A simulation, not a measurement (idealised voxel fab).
The following process module bears the name voxel self aligned vias.
Shown is cross-section cut, with a width of 215 nm and square cells of size 5 nm.
We lay out every cross-section as a grid of square cells and spell it out in bands from the top down, where one band means one or more rows of cells. Quick guide to a band line: top height, bottom height (nm) up front; then every material left to right with its width in nm. Only one material and it's marked "edge to edge"? Then it fills the band edge to edge. And "air" just means empty space. Height reference: 0 = level under which incoming wafer is all one material. Lowest band: no bottom, runs on downward, e.g. "0..down". Graded width ("30..40"): value in top row of band = first number; value in bottom row = second number; row-to-row change constant. Any step labelled "left unchanged" changed none of the cells in the cross-section. Any empty space of 8 cells or more lacking an open way to the top shows up in "Enclosed internal voids" as width x height at distance, distance from the left edge, in nm. Note: text after step settings on the step line = simulator remark on that step. Among the settings permitted on a step's line is "overlay nm"; applied to a step with a mask, it specifies the extent to which the mask lay to the right of its planned position, whereas a negative figure signifies a position to the left.
PLAN
- 1: RECEIVE,material Si
- 2: CONFORMAL_DEP,material SiO2,thk nm 10
- 3: CONFORMAL_DEP,material SiCN,thk nm 5
- 4: DIRECTIONAL_DEP,material lowk,thk nm 25
- 5: PATTERN,tone open,mask id LINES,material resist,width nm 25,pitch nm 55,thk nm 20,overlay nm 0
- 6: DIRECTIONAL_ETCH,etch materials lowk,depth nm 25
- 7: STRIP,etch materials resist
- 8: CONFORMAL_DEP,material TiN,thk nm 5
- 9: FILL_DEP,material W,thk nm 10
- 10: CMP,height nm 40
- 11: SELECTIVE_ETCH,etch materials W Ru TiN,depth nm 5
- 12: FILL_DEP,material SiN,thk nm 5
- 13: CMP,height nm 40
- 14: DIRECTIONAL_DEP,material lowk,thk nm 20
- 15: MASKED_ETCH,tone open,mask id VIAS,width nm 35,pitch nm 110,etch materials lowk,depth nm 20,overlay nm 0
- 16: MASKED_ETCH,tone open,mask id VIAS,width nm 35,pitch nm 110,etch materials SiN,depth nm 5,overlay nm 0
- 17: CONFORMAL_DEP,material TiN,thk nm 5
- 18: FILL_DEP,material W,thk nm 10
- 19: CMP,height nm 60
- 20: CONFORMAL_DEP,material SiN,thk nm 5
WAFER AT RECEIPT (POST STEP 1), CROSS-SECTION
	0..down  Si edge to edge
	Enclosed internal voids: none
SAME STARTING WAFER, SAME PLAN AS ABOVE, ONE MISTAKE IN THE EXECUTION; THIS IS THE CROSS-SECTION AT THE END OF THE MODULE
	65..60  SiN edge to edge
	60..45  lowk 35 nm, TiN 5 nm, W 25 nm, TiN 5 nm, lowk 75 nm, TiN 5 nm, W 25 nm, TiN 5 nm, lowk 35 nm
	45..40  lowk 35 nm, TiN 15 nm, W 5 nm, TiN 15 nm, lowk 75 nm, TiN 15 nm, W 5 nm, TiN 15 nm, lowk 35 nm
	40..35  lowk 45 nm, TiN 15 nm, lowk 40 nm, SiN 15 nm, lowk 40 nm, TiN 15 nm, lowk 45 nm
	35..20  lowk 45 nm, TiN 5 nm, W 5 nm, TiN 5 nm, lowk 40 nm, TiN 5 nm, W 5 nm, TiN 5 nm, lowk 40 nm, TiN 5 nm, W 5 nm, TiN 5 nm, lowk 45 nm
	20..15  lowk 45 nm, TiN 15 nm, lowk 40 nm, TiN 15 nm, lowk 40 nm, TiN 15 nm, lowk 45 nm
	15..10  SiCN edge to edge
	10..0  SiO2 edge to edge
	0..down  Si edge to edge
	Enclosed internal voids: none
Error vs. plan: so step 5 ended up running with a different setting than we planned, it ran as PATTERN,tone open,mask id LINES,material resist,width nm 15,pitch nm 55,thk nm 20,overlay nm 0
